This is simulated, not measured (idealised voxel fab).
process module | voxel released beams
cross-section cut | 245 nm wide | cells 5 nm
A cross-section is a grid of square cells, given in bands from the top down. A band is one or more rows of cells.
Each band's line starts with the height of the band's top and of its bottom, in nm. Then come its materials from left to right, each with its width in nm. One material with "throughout" fills the band from edge to edge. "air" is empty space.
Height 0 is the level under which the wafer as received is all one material. The lowest band goes on downwards, as in "0 down".
A width such as "30 to 40" changes by the same amount from each row of cells to the next, from the band's top row to its bottom row.
"no change" after a step means that no cell of the cross-section changed.
closed voids: empty space of 8 cells or more with no open way to the top, each as width x height at its distance from the left edge, in nm
after a step's settings: what the simulator itself notes on the step
overlay nm, on a step with a mask: how far to the right of its planned place the mask lay; to the left if negative
plan
1 op RECEIVE | material Si
2 op CONFORMAL_DEP | material Al2O3 | thk nm 5
3 op DIRECTIONAL_DEP | material SiO2 | thk nm 15
4 op DIRECTIONAL_DEP | material aC | thk nm 10
5 op PATTERN | tone open | mask id ANCHOR | material resist | width nm 25 | thk nm 30 | overlay nm 0
6 op DIRECTIONAL_ETCH | etch materials aC | depth nm 10
7 op STRIP | etch materials resist
8 op DIRECTIONAL_ETCH | etch materials SiO2 | depth nm 15
9 op STRIP | etch materials aC
10 op CONFORMAL_DEP | material polySi | thk nm 10
11 op DIRECTIONAL_DEP | material aC | thk nm 15
12 op PATTERN | tone cover | mask id BEAM | material resist | width nm 80 | thk nm 30 | overlay nm 0
13 op DIRECTIONAL_ETCH | etch materials aC | depth nm 15
14 op STRIP | etch materials resist
15 op DIRECTIONAL_ETCH | etch materials polySi | depth nm 10
16 op STRIP | etch materials aC
17 op STRIP | etch materials SiO2
first wafer, as planned
as received, after step 1
  0 down: Si throughout
  closed voids: none
after step 2
  5 to 0: Al2O3 throughout
  below 0: unchanged
after step 3
  20 to 5: SiO2 throughout
  below 5: unchanged
after step 4
  30 to 20: aC throughout
  below 20: unchanged
after step 5
  60 to 30: resist 85 | air 25 | resist 135
  below 30: unchanged
after step 6
  50 to 30: resist 85 | air 25 | resist 135
  30 to 20: aC 85 | air 25 | aC 135
  below 20: unchanged
after step 7
  30 to 20: aC 85 | air 25 | aC 135
  below 20: unchanged
after step 8
  30 to 20: aC 85 | air 25 | aC 135
  20 to 5: SiO2 85 | air 25 | SiO2 135
  below 5: unchanged
after step 9
  20 to 5: SiO2 85 | air 25 | SiO2 135
  below 5: unchanged
after step 10
  30 to 20: polySi 95 | air 5 | polySi 145
  20 to 15: SiO2 85 | polySi 10 | air 5 | polySi 10 | SiO2 135
  15 to 5: SiO2 85 | polySi 25 | SiO2 135
  below 5: unchanged
after step 11
  45 to 30: aC 95 | air 5 | aC 145
  30 to 20: polySi 95 | aC 5 | polySi 145
  20 to 15: SiO2 85 | polySi 10 | aC 5 | polySi 10 | SiO2 135
  below 15: unchanged
after step 12
  75 to 45: air 80 | resist 80 | air 85
  45 to 30: aC 95 | resist 5 | aC 145
  below 30: unchanged
after step 13
  60 to 45: air 80 | resist 80 | air 85
  45 to 30: air 80 | aC 15 | resist 5 | aC 60 | air 85
  below 30: unchanged
after step 14
  45 to 30: air 80 | aC 15 | air 5 | aC 60 | air 85
  below 30: unchanged
after step 15
  45 to 30: air 80 | aC 15 | air 5 | aC 60 | air 85
  30 to 20: air 80 | polySi 15 | aC 5 | polySi 60 | air 85
  below 20: unchanged
after step 16
  30 to 20: air 80 | polySi 15 | air 5 | polySi 60 | air 85
  20 to 15: SiO2 85 | polySi 10 | air 5 | polySi 10 | SiO2 135
  below 15: unchanged
after step 17
  30 to 20: air 80 | polySi 15 | air 5 | polySi 60 | air 85
  20 to 15: air 85 | polySi 10 | air 5 | polySi 10 | air 135
  15 to 5: air 85 | polySi 25 | air 135
  below 5: unchanged
second wafer: like start, like plan, one mistake. Through step 1 it matches the first wafer
when step 2 should have ended: no change
when step 3 should have ended
  15 to 0: SiO2 throughout
  below 0: unchanged
when step 4 should have ended
  25 to 15: aC throughout
  below 15: unchanged
when step 5 should have ended
  55 to 25: resist 85 | air 25 | resist 135
  below 25: unchanged
when step 6 should have ended
  45 to 25: resist 85 | air 25 | resist 135
  25 to 15: aC 85 | air 25 | aC 135
  below 15: unchanged
when step 7 should have ended
  25 to 15: aC 85 | air 25 | aC 135
  below 15: unchanged
when step 8 should have ended
  25 to 15: aC 85 | air 25 | aC 135
  15 to 0: SiO2 85 | air 25 | SiO2 135
  below 0: unchanged
when step 9 should have ended
  15 to 0: SiO2 85 | air 25 | SiO2 135
  below 0: unchanged
when step 10 should have ended
  25 to 15: polySi 95 | air 5 | polySi 145
  15 to 10: SiO2 85 | polySi 10 | air 5 | polySi 10 | SiO2 135
  10 to 0: SiO2 85 | polySi 25 | SiO2 135
  below 0: unchanged
when step 11 should have ended
  40 to 25: aC 95 | air 5 | aC 145
  25 to 15: polySi 95 | aC 5 | polySi 145
  15 to 10: SiO2 85 | polySi 10 | aC 5 | polySi 10 | SiO2 135
  below 10: unchanged
when step 12 should have ended
  70 to 40: air 80 | resist 80 | air 85
  40 to 25: aC 95 | resist 5 | aC 145
  below 25: unchanged
when step 13 should have ended
  55 to 40: air 80 | resist 80 | air 85
  40 to 25: air 80 | aC 15 | resist 5 | aC 60 | air 85
  below 25: unchanged
when step 14 should have ended
  40 to 25: air 80 | aC 15 | air 5 | aC 60 | air 85
  below 25: unchanged
when step 15 should have ended
  40 to 25: air 80 | aC 15 | air 5 | aC 60 | air 85
  25 to 15: air 80 | polySi 15 | aC 5 | polySi 60 | air 85
  below 15: unchanged
when step 16 should have ended
  25 to 15: air 80 | polySi 15 | air 5 | polySi 60 | air 85
  15 to 10: SiO2 85 | polySi 10 | air 5 | polySi 10 | SiO2 135
  below 10: unchanged
when step 17 should have ended
  25 to 15: air 80 | polySi 15 | air 5 | polySi 60 | air 85
  15 to 10: air 85 | polySi 10 | air 5 | polySi 10 | air 135
  10 to 0: air 85 | polySi 25 | air 135
  below 0: unchanged
what went wrong: step 2 was left out
at the end the second wafer has, in cells: 49 fewer of Al2O3
